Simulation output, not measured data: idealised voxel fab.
You're looking at the process module voxel transistor to metal.
The figure presents cross-section cut, which has a width of 295 nm and is divided into square cells with an edge length of 5 nm.
This document writes a cross-section as a grid whose cells are square, and gives it as bands, listed from the top down; one or more rows of cells form a band. Look at the band entry: it leads with the top's height and the bottom's height in nm. Then it lists the materials left to right, with a width in nm for each. The word "full width" on a single material says that material fills the band edge to edge. The word "air" is empty space. Note: height 0 marks the level under which the wafer is uniformly one material as received. Lowest band unbounded below, written "0 nm and below". The notation "30 to 40" denotes a width that varies across the rows of cells in the band, beginning at the first number in the top row, finishing at the second number in the bottom row, and changing by an identical amount from each row to the next. No cell of the cross-section changed in a step that is given as "identical to before". Each empty space that has no open way to the top and spans at least 8 cells appears under "Closed void list" as width x height at distance, the distance counted from the left edge, all in nm. Formally, on a step line, whatever follows the settings is a remark that the simulator itself makes on the step. overlay nm: step with mask; distance mask lay right of planned place; negative value = left of planned place.

This section lists the process steps that were planned
1) RECEIVE [material Si]
2) CONFORMAL_DEP [material SiO2] [thk nm 5]
3) CONFORMAL_DEP [material SiN] [thk nm 15]
4) MASKED_ETCH [tone cover] [mask id ACTIVE] [width nm 110] [pitch nm 130] [etch materials SiN] [depth nm 15] [overlay nm 0]
5) MASKED_ETCH [tone cover] [mask id ACTIVE] [width nm 110] [pitch nm 130] [etch materials SiO2] [depth nm 5] [overlay nm 0]
6) MASKED_ETCH [tone cover] [mask id ACTIVE] [width nm 110] [pitch nm 130] [etch materials Si] [depth nm 30] [overlay nm 0]
7) FILL_DEP [material SiO2] [thk nm 10]
8) CMP [height nm 20]
9) SELECTIVE_ETCH [etch materials SiO2] [depth nm 15]
10) STRIP [etch materials SiN]
11) SELECTIVE_ETCH [etch materials SiO2] [depth nm 5]
12) OXIDIZE [depth nm 5]
13) DIRECTIONAL_DEP [material polySi] [thk nm 30]
14) DIRECTIONAL_DEP [material SiCN] [thk nm 10]
15) DIRECTIONAL_DEP [material aC] [thk nm 10]
16) PATTERN [tone cover] [mask id GATE] [material resist] [width nm 20] [pitch nm 130] [thk nm 25] [overlay nm 0]
17) DIRECTIONAL_ETCH [etch materials aC] [depth nm 10]
18) STRIP [etch materials resist]
19) DIRECTIONAL_ETCH [etch materials SiCN] [depth nm 20]
20) DIRECTIONAL_ETCH [etch materials polySi] [depth nm 40]
21) STRIP [etch materials aC]
22) CONFORMAL_DEP [material SiO2] [thk nm 5]
23) DIRECTIONAL_ETCH [etch materials SiO2] [depth nm 5]
24) CONFORMAL_DEP [material SiN] [thk nm 5]
25) DIRECTIONAL_ETCH [etch materials SiN] [depth nm 5]
26) DIRECTIONAL_ETCH [etch materials SiO2] [depth nm 5]
27) EPI [material SiGe] [thk nm 5]
28) FILL_DEP [material SiO2] [thk nm 5]
29) CMP [height nm 40]
30) DIRECTIONAL_DEP [material SiO2] [thk nm 15]
31) DIRECTIONAL_DEP [material aC] [thk nm 10]
32) PATTERN [tone open] [mask id CONTACT] [material resist] [width nm 20] [thk nm 30] [overlay nm 0]
33) DIRECTIONAL_ETCH [etch materials aC] [depth nm 10]
34) STRIP [etch materials resist]
35) DIRECTIONAL_ETCH [etch materials SiO2] [depth nm 55]
36) STRIP [etch materials aC]
37) CONFORMAL_DEP [material TiN] [thk nm 5]
38) FILL_DEP [material Ru] [thk nm 5]
39) CMP [height nm 55]
40) CONFORMAL_DEP [material SiN] [thk nm 5]
41) DIRECTIONAL_DEP [material lowk] [thk nm 25]
42) DIRECTIONAL_DEP [material aC] [thk nm 15]
43) PATTERN [tone open] [mask id METAL_1] [material resist] [width nm 20] [thk nm 35] [overlay nm 0]
44) DIRECTIONAL_ETCH [etch materials aC] [depth nm 15]
45) STRIP [etch materials resist]
46) DIRECTIONAL_ETCH [etch materials lowk] [depth nm 25]
47) DIRECTIONAL_ETCH [etch materials SiN] [depth nm 5]
48) STRIP [etch materials aC]
49) CONFORMAL_DEP [material TiN] [thk nm 5]
50) FILL_DEP [material W] [thk nm 10]
51) CMP [height nm 85]
52) EPI [material Ru] [thk nm 5]
53) FILL_DEP [material SiCN] [thk nm 5]
54) DIRECTIONAL_DEP [material SiO2] [thk nm 25]
55) DIRECTIONAL_DEP [material aC] [thk nm 10]
56) PATTERN [tone open] [mask id METAL_2] [material resist] [width nm 20] [pitch nm 130] [thk nm 25] [overlay nm 0]
57) DIRECTIONAL_ETCH [etch materials aC] [depth nm 10]
58) STRIP [etch materials resist]
59) DIRECTIONAL_ETCH [etch materials SiO2] [depth nm 5]
60) STRIP [etch materials aC]
61) DIRECTIONAL_DEP [material aC] [thk nm 10]
62) PATTERN [tone open] [mask id METAL_2_HOLES] [material resist] [width nm 15] [pitch nm 130] [thk nm 25] [overlay nm 0]
63) DIRECTIONAL_ETCH [etch materials aC] [depth nm 10]
64) STRIP [etch materials resist]
65) DIRECTIONAL_ETCH [etch materials SiO2] [depth nm 10]
66) DIRECTIONAL_ETCH [etch materials SiCN] [depth nm 5]
67) STRIP [etch materials aC]
68) CONFORMAL_DEP [material TiN] [thk nm 5]
69) FILL_DEP [material Cu] [thk nm 10]
70) CMP [height nm 120]
71) CONFORMAL_DEP [material SiCN] [thk nm 5]
The value of depth nm given for step 59 in the plan refers to the first wafer; the wafers vary in this setting and are alike at the start.

First of several wafers, received after step 1, in cross-section
  0 nm and below  Si full width
  Closed void list: none

First of several wafers: cross-section at the end of the module, after step 71, its last step
  125 nm to 120 nm  SiCN full width
  120 nm to 110 nm  SiO2 (30), TiN (5), Cu (5), TiN (10 to 5), SiO2 (110 to 115), TiN (5), Cu (5), TiN (10 to 5), SiO2 (115 to 120)
  110 nm to 105 nm  SiO2 (30), TiN (15), SiO2 (115), TiN (15), SiO2 (120)
  105 nm to 95 nm  SiO2 full width
  95 nm to 90 nm  SiCN full width
  90 nm to 85 nm  SiCN (25), Ru (30), SiCN (50), Ru (30), SiCN (20), Ru (30), SiCN (50), Ru (30), SiCN (30)
  85 nm to 60 nm  lowk (30), TiN (5), W (10), TiN (5), lowk (60), TiN (5), W (10), TiN (5), lowk (30), TiN (5), W (10), TiN (5), lowk (60), TiN (5), W (10), TiN (5), lowk (35)
  60 nm to 55 nm  SiN (30), TiN (20), SiN (60), TiN (20), SiN (30), TiN (20), SiN (60), TiN (20), SiN (35)
  55 nm to 40 nm  SiO2 (30), TiN (5), Ru (10), TiN (5), SiO2 (60), TiN (5), Ru (10), TiN (5), SiO2 (30), TiN (5), Ru (10), TiN (5), SiO2 (60), TiN (5), Ru (10), TiN (5), SiO2 (35)
  40 nm to 30 nm  SiO2 (30), TiN (5), Ru (10), TiN (5), SiO2 (10), SiN (5), SiO2 (5), SiCN (20), SiO2 (5), SiN (5), SiO2 (10), TiN (5), Ru (10), TiN (5), SiO2 (30), TiN (5), Ru (10), TiN (5), SiO2 (10), SiN (5), SiO2 (5), SiCN (20), SiO2 (5), SiN (5), SiO2 (10), TiN (5), Ru (10), TiN (5), SiO2 (35)
  30 nm to 5 nm  SiO2 (30), TiN (5), Ru (10), TiN (5), SiO2 (10), SiN (5), SiO2 (5), polySi (20), SiO2 (5), SiN (5), SiO2 (10), TiN (5), Ru (10), TiN (5), SiO2 (30), TiN (5), Ru (10), TiN (5), SiO2 (10), SiN (5), SiO2 (5), polySi (20), SiO2 (5), SiN (5), SiO2 (10), TiN (5), Ru (10), TiN (5), SiO2 (35)
  5 nm to 0 nm  SiO2 (30), TiN (20), SiO2 (10), SiN (5), SiO2 (5), polySi (20), SiO2 (5), SiN (5), SiO2 (10), TiN (20), SiO2 (30), TiN (20), SiO2 (10), SiN (5), SiO2 (5), polySi (20), SiO2 (5), SiN (5), SiO2 (10), TiN (20), SiO2 (35)
  0 nm to -5 nm  SiO2 (20), SiGe (40), SiO2 (40), SiGe (40), SiO2 (10), SiGe (40), SiO2 (40), SiGe (40), SiO2 (25)
  -5 nm to -30 nm  SiO2 (25), Si (110), SiO2 (20), Si (110), SiO2 (30)
  -30 nm and below  Si full width
  Closed void list: none

Cross-sectional view, end of module, last wafer of several
  125 nm to 120 nm  SiCN full width
  120 nm to 100 nm  SiO2 (30), TiN (5), Cu (10), TiN (5), SiO2 (110), TiN (5), Cu (10), TiN (5), SiO2 (115)
  100 nm to 95 nm  SiO2 (30), TiN (5), Cu (5), TiN (10), SiO2 (110), TiN (5), Cu (5), TiN (10), SiO2 (115)
  95 nm to 90 nm  SiCN (30), TiN (15), SiCN (115), TiN (15), SiCN (120)
  90 nm to 85 nm  SiCN (25), Ru (30), SiCN (50), Ru (30), SiCN (20), Ru (30), SiCN (50), Ru (30), SiCN (30)
  85 nm to 60 nm  lowk (30), TiN (5), W (10), TiN (5), lowk (60), TiN (5), W (10), TiN (5), lowk (30), TiN (5), W (10), TiN (5), lowk (60), TiN (5), W (10), TiN (5), lowk (35)
  60 nm to 55 nm  SiN (30), TiN (20), SiN (60), TiN (20), SiN (30), TiN (20), SiN (60), TiN (20), SiN (35)
  55 nm to 40 nm  SiO2 (30), TiN (5), Ru (10), TiN (5), SiO2 (60), TiN (5), Ru (10), TiN (5), SiO2 (30), TiN (5), Ru (10), TiN (5), SiO2 (60), TiN (5), Ru (10), TiN (5), SiO2 (35)
  40 nm to 30 nm  SiO2 (30), TiN (5), Ru (10), TiN (5), SiO2 (10), SiN (5), SiO2 (5), SiCN (20), SiO2 (5), SiN (5), SiO2 (10), TiN (5), Ru (10), TiN (5), SiO2 (30), TiN (5), Ru (10), TiN (5), SiO2 (10), SiN (5), SiO2 (5), SiCN (20), SiO2 (5), SiN (5), SiO2 (10), TiN (5), Ru (10), TiN (5), SiO2 (35)
  30 nm to 5 nm  SiO2 (30), TiN (5), Ru (10), TiN (5), SiO2 (10), SiN (5), SiO2 (5), polySi (20), SiO2 (5), SiN (5), SiO2 (10), TiN (5), Ru (10), TiN (5), SiO2 (30), TiN (5), Ru (10), TiN (5), SiO2 (10), SiN (5), SiO2 (5), polySi (20), SiO2 (5), SiN (5), SiO2 (10), TiN (5), Ru (10), TiN (5), SiO2 (35)
  5 nm to 0 nm  SiO2 (30), TiN (20), SiO2 (10), SiN (5), SiO2 (5), polySi (20), SiO2 (5), SiN (5), SiO2 (10), TiN (20), SiO2 (30), TiN (20), SiO2 (10), SiN (5), SiO2 (5), polySi (20), SiO2 (5), SiN (5), SiO2 (10), TiN (20), SiO2 (35)
  0 nm to -5 nm  SiO2 (20), SiGe (40), SiO2 (40), SiGe (40), SiO2 (10), SiGe (40), SiO2 (40), SiGe (40), SiO2 (25)
  -5 nm to -30 nm  SiO2 (25), Si (110), SiO2 (20), Si (110), SiO2 (30)
  -30 nm and below  Si full width
  Closed void list: none

Tabulated below, wafer by wafer, are the end-of-module results: for each material, the number of cells gained (+) or lost (-) relative to the as-received state, followed by the closed voids
depth nm 5 | +4 Cu | +104 Ru | -134 Si | +169 SiCN | +32 SiGe | +75 SiN | +754 SiO2 | +168 TiN | +40 W | +215 lowk | +48 polySi | Closed void list: none
depth nm 10 | +8 Cu | +104 Ru | -134 Si | +169 SiCN | +32 SiGe | +75 SiN | +746 SiO2 | +172 TiN | +40 W | +215 lowk | +48 polySi | Closed void list: none
depth nm 15 | +14 Cu | +104 Ru | -134 Si | +163 SiCN | +32 SiGe | +75 SiN | +738 SiO2 | +180 TiN | +40 W | +215 lowk | +48 polySi | Closed void list: none
depth nm 20 | +16 Cu | +104 Ru | -134 Si | +163 SiCN | +32 SiGe | +75 SiN | +736 SiO2 | +180 TiN | +40 W | +215 lowk | +48 polySi | Closed void list: none
depth nm 25 | +18 Cu | +104 Ru | -134 Si | +163 SiCN | +32 SiGe | +75 SiN | +734 SiO2 | +180 TiN | +40 W | +215 lowk | +48 polySi | Closed void list: none
depth nm 30 | +18 Cu | +104 Ru | -134 Si | +163 SiCN | +32 SiGe | +75 SiN | +734 SiO2 | +180 TiN | +40 W | +215 lowk | +48 polySi | Closed void list: none
